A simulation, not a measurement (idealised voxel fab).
Module name: voxel transistor to metal (process module)
Pictured: cross-section cut, 180 nm wide, on a grid of 5 nm square cells.
A cross-section is a grid of square cells, given in bands from the top down. A band is one or more rows of cells. Read a band's entry like this: the first values are the height of its top and the height of its bottom in nm, and what follows is the sequence of materials from left to right, each with its width in nm. Note that "air" is empty space, and that a single material marked "edge to edge" reaches across the band from edge to edge. We count height from 0. Below that, the starting wafer is all one material. The lowest band never ends at the bottom but goes on down; see "z 0 and below" for how that is written. With a width like "30->40", each row of cells in the band differs from the next by the same amount, the top row carrying the first number and the bottom row the second. Where the words "remained the same" appear for a step, the cross-section shows no cell changed by that step; every cell remained as before. Closed-off voids of 8+ cells (no open route to the top) go in "Enclosed internal cavities", written width x height at distance from the left edge, in nm. What comes after the settings on a step's line is commentary from the simulator itself on that step. overlay nm: how far to the right of its planned place the mask lay on this masked step (negative: to the left).
# So here's the lineup of process steps we planned
- 1: RECEIVE (material Si)
- 2: CONFORMAL_DEP (material SiO2; thk nm 5)
- 3: CONFORMAL_DEP (material SiN; thk nm 10)
- 4: MASKED_ETCH (tone cover; mask id ACTIVE; width nm 110; etch materials SiN; depth nm 10; overlay nm 0)
- 5: MASKED_ETCH (tone cover; mask id ACTIVE; width nm 110; etch materials SiO2; depth nm 5; overlay nm 0)
- 6: MASKED_ETCH (tone cover; mask id ACTIVE; width nm 110; etch materials Si; depth nm 20; overlay nm 0)
- 7: OXIDIZE (depth nm 5)
- 8: FILL_DEP (material SiO2; thk nm 10)
- 9: CMP (height nm 15)
- 10: SELECTIVE_ETCH (etch materials SiO2; depth nm 10)
- 11: STRIP (etch materials SiN)
- 12: SELECTIVE_ETCH (etch materials SiO2; depth nm 5)
- 13: OXIDIZE (depth nm 5)
- 14: DIRECTIONAL_DEP (material polySi; thk nm 30)
- 15: DIRECTIONAL_DEP (material SiCN; thk nm 10)
- 16: MASKED_ETCH (tone cover; mask id GATE; width nm 20; etch materials SiCN; depth nm 20; overlay nm 0)
- 17: MASKED_ETCH (tone cover; mask id GATE; width nm 20; etch materials polySi; depth nm 40; overlay nm 0)
- 18: CONFORMAL_DEP (material SiN; thk nm 5)
- 19: DIRECTIONAL_ETCH (etch materials SiN; depth nm 5)
- 20: DIRECTIONAL_ETCH (etch materials SiO2; depth nm 5)
- 21: DIRECTIONAL_ETCH (etch materials Si; depth nm 5)
- 22: EPI (material pSi; thk nm 5)
- 23: FILL_DEP (material SiO2; thk nm 10)
- 24: CMP (height nm 40)
- 25: DIRECTIONAL_DEP (material SiO2; thk nm 10)
- 26: MASKED_ETCH (tone open; mask id CONTACT; width nm 30; pitch nm 60; etch materials SiO2; depth nm 55; overlay nm 0)
- 27: CONFORMAL_DEP (material TiN; thk nm 5)
- 28: FILL_DEP (material Ru; thk nm 5)
- 29: CMP (height nm 50)
- 30: CONFORMAL_DEP (material SiCN; thk nm 5)
- 31: DIRECTIONAL_DEP (material SiO2; thk nm 20)
- 32: PATTERN (tone open; mask id METAL_1; material resist; width nm 15; pitch nm 75; thk nm 15; overlay nm 0)
- 33: DIRECTIONAL_ETCH (etch materials SiO2; depth nm 20)
- 34: DIRECTIONAL_ETCH (etch materials SiCN; depth nm 5)
- 35: STRIP (etch materials resist)
- 36: CONFORMAL_DEP (material TiN; thk nm 5)
- 37: FILL_DEP (material Cu; thk nm 5)
- 38: CMP (height nm 75)
- 39: CONFORMAL_DEP (material SiCN; thk nm 5)
- 40: DIRECTIONAL_DEP (material SiO2; thk nm 35)
- 41: PATTERN (tone open; mask id METAL_2; material resist; width nm 15; pitch nm 75; thk nm 15; overlay nm 0)
- 42: DIRECTIONAL_ETCH (etch materials SiO2; depth nm 20)
- 43: STRIP (etch materials resist)
- 44: DIRECTIONAL_DEP (material aC; thk nm 15)
- 45: PATTERN (tone open; mask id METAL_2_HOLES; material resist; width nm 15; pitch nm 75; thk nm 30; overlay nm 0)
- 46: DIRECTIONAL_ETCH (etch materials aC; depth nm 15)
- 47: STRIP (etch materials resist)
- 48: DIRECTIONAL_ETCH (etch materials SiO2; depth nm 15)
- 49: DIRECTIONAL_ETCH (etch materials SiCN; depth nm 5)
- 50: STRIP (etch materials aC)
- 51: CONFORMAL_DEP (material TiN; thk nm 5)
- 52: FILL_DEP (material Ru; thk nm 5)
- 53: CMP (height nm 115)
- 54: CONFORMAL_DEP (material SiN; thk nm 5)
# So this is the incoming wafer in cross-section - it's already been through step 1
  z 0 and below: Si edge to edge
  Enclosed internal cavities: none
# Here's the cross-section of the first of our two wafers at the end of the module - it ran as planned
  z 120 to 115: SiN edge to edge
  z 115 to 80: 45 nm SiO2, then 5 nm TiN, then 5 nm Ru, then 5 nm TiN, then 60 nm SiO2, then 5 nm TiN, then 5 nm Ru, then 5 nm TiN, then 45 nm SiO2
  z 80 to 75: 45 nm SiCN, then 15 nm TiN, then 60 nm SiCN, then 15 nm TiN, then 45 nm SiCN
  z 75 to 55: 45 nm SiO2, then 5 nm TiN, then 5 nm Cu, then 5 nm TiN, then 60 nm SiO2, then 5 nm TiN, then 5 nm Cu, then 5 nm TiN, then 45 nm SiO2
  z 55 to 50: 45 nm SiCN, then 15 nm TiN, then 60 nm SiCN, then 15 nm TiN, then 45 nm SiCN
  z 50 to 40: 45 nm SiO2, then 5 nm TiN, then 20 nm Ru, then 5 nm TiN, then 30 nm SiO2, then 5 nm TiN, then 20 nm Ru, then 5 nm TiN, then 45 nm SiO2
  z 40 to 30: 45 nm SiO2, then 5 nm TiN, then 20 nm Ru, then 5 nm TiN, then 5 nm SiN, then 20 nm SiCN, then 5 nm SiN, then 5 nm TiN, then 20 nm Ru, then 5 nm TiN, then 45 nm SiO2
  z 30 to 5: 45 nm SiO2, then 5 nm TiN, then 20 nm Ru, then 5 nm TiN, then 5 nm SiN, then 20 nm polySi, then 5 nm SiN, then 5 nm TiN, then 20 nm Ru, then 5 nm TiN, then 45 nm SiO2
  z 5 to 0: 45 nm SiO2, then 5 nm TiN, then 15 nm Ru, then 10 nm TiN, then 5 nm SiN, then 20 nm polySi, then 5 nm SiN, then 10 nm TiN, then 15 nm Ru, then 5 nm TiN, then 45 nm SiO2
  z 0 to -5: 45 nm SiO2, then 25 nm TiN, then 5 nm pSi, then 30 nm SiO2, then 5 nm pSi, then 25 nm TiN, then 45 nm SiO2
  z -5 to -10: 40 nm SiO2, then 35 nm pSi, then 30 nm Si, then 35 nm pSi, then 40 nm SiO2
  z -10 to -25: 40 nm SiO2, then 100 nm Si, then 40 nm SiO2
  z -25 and below: Si edge to edge
  Enclosed internal cavities: none
# Cross-section, second wafer: same start as the first, same plan as the first, one mistake in running it; taken at the end of the module
  z 120 to 115: SiN edge to edge
  z 115 to 80: 45 nm SiO2, then 5 nm TiN, then 5 nm Ru, then 5 nm TiN, then 60 nm SiO2, then 5 nm TiN, then 5 nm Ru, then 5 nm TiN, then 45 nm SiO2
  z 80 to 75: 45 nm SiCN, then 15 nm TiN, then 60 nm SiCN, then 15 nm TiN, then 45 nm SiCN
  z 75 to 55: 45 nm SiO2, then 5 nm TiN, then 5 nm Cu, then 5 nm TiN, then 60 nm SiO2, then 5 nm TiN, then 5 nm Cu, then 5 nm TiN, then 45 nm SiO2
  z 55 to 50: 45 nm SiCN, then 15 nm TiN, then 60 nm SiCN, then 15 nm TiN, then 45 nm SiCN
  z 50 to 40: 45 nm SiO2, then 5 nm TiN, then 20 nm Ru, then 5 nm TiN, then 30 nm SiO2, then 5 nm TiN, then 20 nm Ru, then 5 nm TiN, then 45 nm SiO2
  z 40 to 30: 45 nm SiO2, then 5 nm TiN, then 20 nm Ru, then 5 nm TiN, then 5 nm SiN, then 20 nm SiCN, then 5 nm SiN, then 5 nm TiN, then 20 nm Ru, then 5 nm TiN, then 45 nm SiO2
  z 30 to 5: 45 nm SiO2, then 5 nm TiN, then 20 nm Ru, then 5 nm TiN, then 5 nm SiN, then 20 nm polySi, then 5 nm SiN, then 5 nm TiN, then 20 nm Ru, then 5 nm TiN, then 45 nm SiO2
  z 5 to 0: 45 nm SiO2, then 5 nm TiN, then 15 nm Ru, then 10 nm TiN, then 5 nm SiN, then 20 nm polySi, then 5 nm SiN, then 10 nm TiN, then 15 nm Ru, then 5 nm TiN, then 45 nm SiO2
  z 0 to -5: 30 nm SiO2, then 10 nm SiN, then 5 nm SiO2, then 25 nm TiN, then 5 nm pSi, then 30 nm SiO2, then 5 nm pSi, then 25 nm TiN, then 5 nm SiO2, then 10 nm SiN, then 30 nm SiO2
  z -5 to -10: 45 nm SiO2, then 30 nm pSi, then 30 nm Si, then 30 nm pSi, then 45 nm SiO2
  z -10 to -25: 40 nm SiO2, then 100 nm Si, then 40 nm SiO2
  z -25 and below: Si edge to edge
  Enclosed internal cavities: none
Where did the run depart from the plan? step 2 was left out
Final cells, second wafer relative to first, materials higher or lower: 4 more of SiN, 2 fewer of SiO2, 2 fewer of pSi
